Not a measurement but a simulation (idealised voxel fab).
process module | voxel self aligned contacts
We display cut, a cross-section 230 nm in width whose square cells are each 5 nm.
Cross-section format: a grid of square cells, given as bands from top to bottom; each band is one or more rows of cells. Within each band entry, the heights of the top and of the bottom of the band appear first, in that order and in nm; the materials of the band then follow from left to right, each with its corresponding width in nm. The designation "edge to edge" on a single material indicates that it fills the band from edge to edge; the designation "blank" indicates empty space. Zero point of the height axis is 0; under it, received wafer = one material. Lowest band: continues down indefinitely, "0 and below". The expression "30->40" gives the width at the extremes of the band, the first number at its top row of cells and the second at its bottom row, with the width changing by equal amounts from each row to the next in between. Reading "nothing different" for a step: not a cell of the cross-section changed in it. The label "Catalogued sealed voids" introduces a list of the empty spaces, 8 cells or larger, that have no open way up to the top; each entry in it reads width x height at distance, where the distance is taken from the left edge and all three are stated in nm. The remark found on a step's line after its settings is issued by the simulator itself and pertains to that step. On any step carrying a mask, the "overlay nm" setting, if present on the step's line, tells how far right of its planned place the mask lay; negative values point to the left.

[Steps in the process plan]
- 1: RECEIVE [material Si]
- 2: OXIDIZE [depth nm 5]
- 3: DIRECTIONAL_DEP [material polySi] [thk nm 30]
- 4: DIRECTIONAL_DEP [material SiN] [thk nm 25]
- 5: MASKED_ETCH [tone cover] [mask id GATE] [width nm 35] [pitch nm 80] [etch materials SiN] [depth nm 25] [overlay nm 0]
- 6: MASKED_ETCH [tone cover] [mask id GATE] [width nm 35] [pitch nm 80] [etch materials polySi] [depth nm 30] [overlay nm 0]
- 7: CONFORMAL_DEP [material SiN] [thk nm 10]
- 8: DIRECTIONAL_ETCH [etch materials SiN] [depth nm 10]
- 9: FILL_DEP [material SiO2] [thk nm 15]
- 10: CMP [height nm 65]
- 11: PATTERN [tone open] [mask id CONTACT] [material resist] [width nm 65] [pitch nm 80] [thk nm 15] [overlay nm 0]
- 12: DIRECTIONAL_ETCH [etch materials SiO2] [depth nm 70]
- 13: STRIP [etch materials resist]
- 14: CONFORMAL_DEP [material TiN] [thk nm 5]
- 15: FILL_DEP [material Ru] [thk nm 5]
- 16: CMP [height nm 65]
- 17: CONFORMAL_DEP [material SiCN] [thk nm 5]

[Cross-section of the wafer as it came to us, i.e., already through step 1]
- 0 and below: Si edge to edge
- Catalogued sealed voids: none

[Cross-section taken at module completion on the first of two wafers; processed per the plan]
- 70 down to 65: SiCN edge to edge
- 65 down to 55: SiO2 40 nm, TiN 5->25 nm, Ru 55->15 nm, TiN 5->25 nm, SiO2 15 nm, TiN 5->25 nm, Ru 55->15 nm, TiN 5->25 nm, SiO2 45 nm
- 55 down to 30: SiO2 5 nm, SiN 55 nm, TiN 5 nm, Ru 15 nm, TiN 5 nm, SiN 55 nm, TiN 5 nm, Ru 15 nm, TiN 5 nm, SiN 55 nm, SiO2 10 nm
- 30 down to 0: SiO2 5 nm, SiN 10 nm, polySi 35 nm, SiN 10 nm, TiN 5 nm, Ru 15 nm, TiN 5 nm, SiN 10 nm, polySi 35 nm, SiN 10 nm, TiN 5 nm, Ru 15 nm, TiN 5 nm, SiN 10 nm, polySi 35 nm, SiN 10 nm, SiO2 10 nm
- 0 down to -5: SiO2 60 nm, TiN 25 nm, SiO2 55 nm, TiN 25 nm, SiO2 65 nm
- -5 and below: Si edge to edge
- Catalogued sealed voids: none

[Second wafer through the module, sectioned at the end: same beginning and same plan as the first wafer, with one mistake in carrying it out]
- 70 down to 65: SiCN edge to edge
- 65 down to 55: Ru edge to edge
- 55 down to 30: Ru 5 nm, SiN 55 nm, Ru 25 nm, SiN 55 nm, Ru 25 nm, SiN 55 nm, Ru 10 nm
- 30 down to 0: Ru 5 nm, SiN 10 nm, polySi 35 nm, SiN 10 nm, Ru 25 nm, SiN 10 nm, polySi 35 nm, SiN 10 nm, Ru 25 nm, SiN 10 nm, polySi 35 nm, SiN 10 nm, Ru 10 nm
- 0 down to -5: SiO2 edge to edge
- -5 and below: Si edge to edge
- Catalogued sealed voids: none
The mistake made against the process plan was this: step 9 ran differently from the plan; actual operation with settings: FILL_DEP [material Ru] [thk nm 15]
Per the end-of-run cell counts, the second wafer holds more or fewer of some materials than the first: Ru: 141 more | SiO2: 63 fewer | TiN: 78 fewer
